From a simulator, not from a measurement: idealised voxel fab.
Process module under the name voxel ribs on slabs
Cross-section cut spans 140 nm and uses square cells 5 nm in size.
A cross-section is a grid of square cells, given in bands from the top down. A band is one or more rows of cells. Read a band's entry like this: the first values are the height of its top and the height of its bottom in nm, and what follows is the sequence of materials from left to right, each with its width in nm. Note that "air" is empty space, and that a single material marked "all across" reaches across the band from edge to edge. Heads up on the height convention: 0 is the point under which the incoming wafer is all one material, and the lowest band has no bottom, it just keeps going down, like "0..down". The two numbers in a width such as "30 to 40" mark its ends across the band: the first belongs to the top row of cells, the second to the bottom row, and from each row to the next the width moves by the same amount. "everything unchanged" -> step changed no cross-section cell. Entry "Closed void table". Content: empty spaces with no open connection to the top, size 8 cells or greater. Each: width x height at distance. Distance: from left edge. Unit: nm. Note: text after step settings on the step line = simulator remark on that step. If you see "overlay nm" on a step's line and that step has a mask, it's telling you how far right of where it was planned the mask ended up; a negative number means it went left instead.

## The planned process steps are enumerated hereunder
step 1: RECEIVE: material Si
step 2: DIRECTIONAL_DEP: material SiO2, thk nm 20
step 3: DIRECTIONAL_DEP: material polySi, thk nm 20
step 4: PATTERN: tone cover, mask id RIB, material resist, width nm 30, thk nm 20, overlay nm 0
step 5: DIRECTIONAL_ETCH: etch materials polySi, depth nm 15
step 6: STRIP: etch materials resist
step 7: DIRECTIONAL_DEP: material aC, thk nm 15
step 8: PATTERN: tone cover, mask id SLAB, material resist, width nm 60, thk nm 35, overlay nm 0
step 9: DIRECTIONAL_ETCH: etch materials aC, depth nm 15
step 10: STRIP: etch materials resist
step 11: DIRECTIONAL_ETCH: etch materials polySi, depth nm 5
step 12: STRIP: etch materials aC
step 13: FILL_DEP: material SiO2, thk nm 15
step 14: CMP: height nm 50
step 15: DIRECTIONAL_DEP: material TiN, thk nm 5
step 16: MASKED_ETCH: tone cover, mask id HEATER, width nm 40, etch materials TiN, depth nm 5, overlay nm 0
step 17: CONFORMAL_DEP: material SiO2, thk nm 5

## Cross-sectional view of the wafer in its as-received condition, corresponding to the state after step 1
* 0..down | Si all across
* Closed void table: none

## First wafer of two, sectioned at end of module; run went per plan
* 60..55 | air 45; SiO2 50; air 45
* 55..50 | SiO2 50; TiN 40; SiO2 50
* 50..40 | SiO2 all across
* 40..25 | SiO2 55; polySi 30; SiO2 55
* 25..20 | SiO2 40; polySi 60; SiO2 40
* 20..0 | SiO2 all across
* 0..down | Si all across
* Closed void table: none

## Presented here is a cross-section of the second of the two wafers as it stood at the end of the module. It was started in the same manner and assigned the same plan as the first wafer; however, one mistake was made in its execution
* 60..55 | air 45; SiO2 50; air 45
* 55..50 | SiO2 50; TiN 40; SiO2 50
* 50..40 | SiO2 all across
* 40..25 | SiO2 60; polySi 25; SiO2 55
* 25..20 | SiO2 40; polySi 60; SiO2 40
* 20..0 | SiO2 all across
* 0..down | Si all across
* Closed void table: none
What was done differently from what was planned? it should be noted that step 4 was executed with settings other than those planned, the operation and settings actually applied being PATTERN: tone cover, mask id RIB, material resist, width nm 25, thk nm 20, overlay nm 0
Upon completion, the second wafer contains, in terms of cells, a greater or smaller amount of certain materials than the first wafer: SiO2 +3 | polySi -3
